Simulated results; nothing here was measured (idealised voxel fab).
Process module in this document: voxel transistor to metal
Xsec cut, 155 nm wide, square cell size 5 nm.
Throughout this document, each cross-section is represented as a grid of square cells and is presented as a sequence of bands enumerated from the top downward, where a band comprises one or more rows of cells. Band entry format. Leading values: height of top, height of bottom, nm. Remainder: materials in left-to-right order, each with its width in nm. Special words: "full width" on a single material, which then fills the band edge to edge; "empty", empty space. A quick word on heights: they are counted from 0, and under that level the wafer as it came to us is one material throughout. The lowest band is different from the rest in having no bottom; it simply continues downward, written as in "top 0, no bottom". The width entry "30..40" should be interpreted row by row: the top row of cells in the band takes the first number, the bottom row takes the second number, and the change between adjacent rows is uniform throughout. Take "everything unchanged" at face value: in the step it is given for, the cross-section changed in none of its cells. Any empty space of 8 cells or more lacking an open way to the top shows up in "Tabulated closed voids" as width x height at distance, distance from the left edge, in nm. If you see something after the settings on a step's line, that's the simulator's own remark about that step. overlay nm: step with mask; distance mask lay right of planned place; negative value = left of planned place.
Set out below are the planned steps of the process:
step 1: op RECEIVE | material Si
step 2: op OXIDIZE | depth nm 5
step 3: op CONFORMAL_DEP | material SiN | thk nm 10
step 4: op MASKED_ETCH | tone cover | mask id ACTIVE | width nm 120 | etch materials SiN | depth nm 10 | overlay nm 0
step 5: op MASKED_ETCH | tone cover | mask id ACTIVE | width nm 120 | etch materials SiO2 | depth nm 5 | overlay nm 0
step 6: op MASKED_ETCH | tone cover | mask id ACTIVE | width nm 120 | etch materials Si | depth nm 20 | overlay nm 0
step 7: op FILL_DEP | material SiO2 | thk nm 15
step 8: op CMP | height nm 10
step 9: op SELECTIVE_ETCH | etch materials SiO2 | depth nm 10
step 10: op STRIP | etch materials SiN
step 11: op SELECTIVE_ETCH | etch materials SiO2 | depth nm 5
step 12: op OXIDIZE | depth nm 5
step 13: op DIRECTIONAL_DEP | material polySi | thk nm 20
step 14: op DIRECTIONAL_DEP | material SiCN | thk nm 10
step 15: op MASKED_ETCH | tone cover | mask id GATE | width nm 30 | etch materials SiCN | depth nm 20 | overlay nm -10
step 16: op MASKED_ETCH | tone cover | mask id GATE | width nm 30 | etch materials polySi | depth nm 30 | overlay nm 0
step 17: op CONFORMAL_DEP | material SiN | thk nm 10
step 18: op DIRECTIONAL_ETCH | etch materials SiN | depth nm 10
step 19: op DIRECTIONAL_ETCH | etch materials SiO2 | depth nm 5
step 20: op EPI | material pSi | thk nm 5
step 21: op FILL_DEP | material SiO2 | thk nm 5
step 22: op CMP | height nm 15
step 23: op STRIP | etch materials polySi
step 24: op SELECTIVE_ETCH | etch materials SiO2 | depth nm 5
step 25: op CONFORMAL_DEP | material HfO2 | thk nm 5
step 26: op CONFORMAL_DEP | material TiN | thk nm 5
step 27: op FILL_DEP | material W | thk nm 10
step 28: op CMP | height nm 10
step 29: op DIRECTIONAL_DEP | material SiO2 | thk nm 15
step 30: op PATTERN | tone open | mask id CONTACT | material resist | width nm 20 | pitch nm 80 | thk nm 15 | overlay nm 0
step 31: op DIRECTIONAL_ETCH | etch materials SiO2 | depth nm 30
step 32: op STRIP | etch materials resist
step 33: op CONFORMAL_DEP | material TiN | thk nm 5
step 34: op FILL_DEP | material W | thk nm 5
step 35: op CMP | height nm 25
step 36: op DIRECTIONAL_DEP | material TiN | thk nm 5
step 37: op DIRECTIONAL_DEP | material Ru | thk nm 20
step 38: op PATTERN | tone cover | mask id METAL_1 | material resist | width nm 20 | pitch nm 80 | thk nm 15 | overlay nm 0
step 39: op DIRECTIONAL_ETCH | etch materials Ru | depth nm 20
step 40: op DIRECTIONAL_ETCH | etch materials TiN | depth nm 5
step 41: op STRIP | etch materials resist
step 42: op FILL_DEP | material lowk | thk nm 5
step 43: op CMP | height nm 50
step 44: op CONFORMAL_DEP | material SiCN | thk nm 5
The plan shows the overlay nm of step 15 as the first wafer had it; this setting differs between the wafers, which start out alike.
As received, i.e. after step 1: cross-section through the first of several wafers:
top 0, no bottom = Si full width
Tabulated closed voids: none
End of module: cross-section of the first of several wafers after step 44, the last step:
top 55, bottom 50 = SiCN full width
top 50, bottom 30 = lowk 25 nm, Ru 20 nm, lowk 60 nm, Ru 20 nm, lowk 30 nm
top 30, bottom 25 = lowk 25 nm, TiN 20 nm, lowk 60 nm, TiN 20 nm, lowk 30 nm
top 25, bottom 15 = SiO2 25 nm, TiN 5 nm, W 10 nm, TiN 5 nm, SiO2 60 nm, TiN 5 nm, W 10 nm, TiN 5 nm, SiO2 30 nm
top 15, bottom 10 = SiO2 25 nm, TiN 5 nm, W 5 nm, TiN 10 nm, SiO2 60 nm, TiN 5 nm, W 10 nm, TiN 5 nm, SiO2 30 nm
top 10, bottom 0 = SiO2 25 nm, TiN 5 nm, W 5 nm, TiN 5 nm, SiN 10 nm, HfO2 5 nm, TiN 5 nm, W 20 nm, TiN 5 nm, HfO2 5 nm, SiN 10 nm, SiO2 5 nm, TiN 5 nm, W 10 nm, TiN 5 nm, SiO2 30 nm
top 0, bottom -5 = SiO2 25 nm, TiN 15 nm, SiN 10 nm, HfO2 5 nm, TiN 30 nm, HfO2 5 nm, SiN 10 nm, SiO2 5 nm, TiN 20 nm, SiO2 30 nm
top -5, bottom -10 = SiO2 10 nm, pSi 30 nm, SiO2 5 nm, HfO2 50 nm, SiO2 5 nm, pSi 40 nm, SiO2 15 nm
top -10, bottom -25 = SiO2 15 nm, Si 120 nm, SiO2 20 nm
top -25, no bottom = Si full width
Tabulated closed voids: none
Last-wafer cross-section at the end of the module:
top 55, bottom 50 = SiCN full width
top 50, bottom 30 = lowk 25 nm, Ru 20 nm, lowk 60 nm, Ru 20 nm, lowk 30 nm
top 30, bottom 25 = lowk 25 nm, TiN 20 nm, lowk 60 nm, TiN 20 nm, lowk 30 nm
top 25, bottom 15 = SiO2 25 nm, TiN 5 nm, W 10 nm, TiN 5 nm, SiO2 60 nm, TiN 5 nm, W 10 nm, TiN 5 nm, SiO2 30 nm
top 15, bottom 10 = SiO2 25 nm, TiN 5 nm, W 10 nm, TiN 5 nm, SiO2 60 nm, TiN 10 nm, W 5 nm, TiN 5 nm, SiO2 30 nm
top 10, bottom 0 = SiO2 25 nm, TiN 5 nm, W 10 nm, TiN 5 nm, SiO2 5 nm, SiN 10 nm, HfO2 5 nm, TiN 5 nm, W 20 nm, TiN 5 nm, HfO2 5 nm, SiN 10 nm, TiN 5 nm, W 5 nm, TiN 5 nm, SiO2 30 nm
top 0, bottom -5 = SiO2 25 nm, TiN 20 nm, SiO2 5 nm, SiN 10 nm, HfO2 5 nm, TiN 30 nm, HfO2 5 nm, SiN 10 nm, TiN 15 nm, SiO2 30 nm
top -5, bottom -10 = SiO2 10 nm, pSi 40 nm, SiO2 5 nm, HfO2 50 nm, SiO2 5 nm, pSi 30 nm, SiO2 15 nm
top -10, bottom -25 = SiO2 15 nm, Si 120 nm, SiO2 20 nm
top -25, no bottom = Si full width
Tabulated closed voids: none
Row per wafer, end-of-module: cell gain (+)/loss (-) by material since the wafer came in, then closed voids:
overlay nm -10, +16 HfO2, +32 Ru, -83 Si, +31 SiCN, +12 SiN, +133 SiO2, +46 TiN, +25 W, +115 lowk, +14 pSi, Tabulated closed voids: none
overlay nm -5, +15 HfO2, +32 Ru, -83 Si, +31 SiCN, +12 SiN, +133 SiO2, +45 TiN, +26 W, +115 lowk, +15 pSi, Tabulated closed voids: none
overlay nm 0, +14 HfO2, +32 Ru, -83 Si, +31 SiCN, +12 SiN, +136 SiO2, +44 TiN, +24 W, +115 lowk, +16 pSi, Tabulated closed voids: none
overlay nm 5, +15 HfO2, +32 Ru, -83 Si, +31 SiCN, +12 SiN, +133 SiO2, +45 TiN, +26 W, +115 lowk, +15 pSi, Tabulated closed voids: none
overlay nm 10, +16 HfO2, +32 Ru, -83 Si, +31 SiCN, +12 SiN, +133 SiO2, +46 TiN, +25 W, +115 lowk, +14 pSi, Tabulated closed voids: none
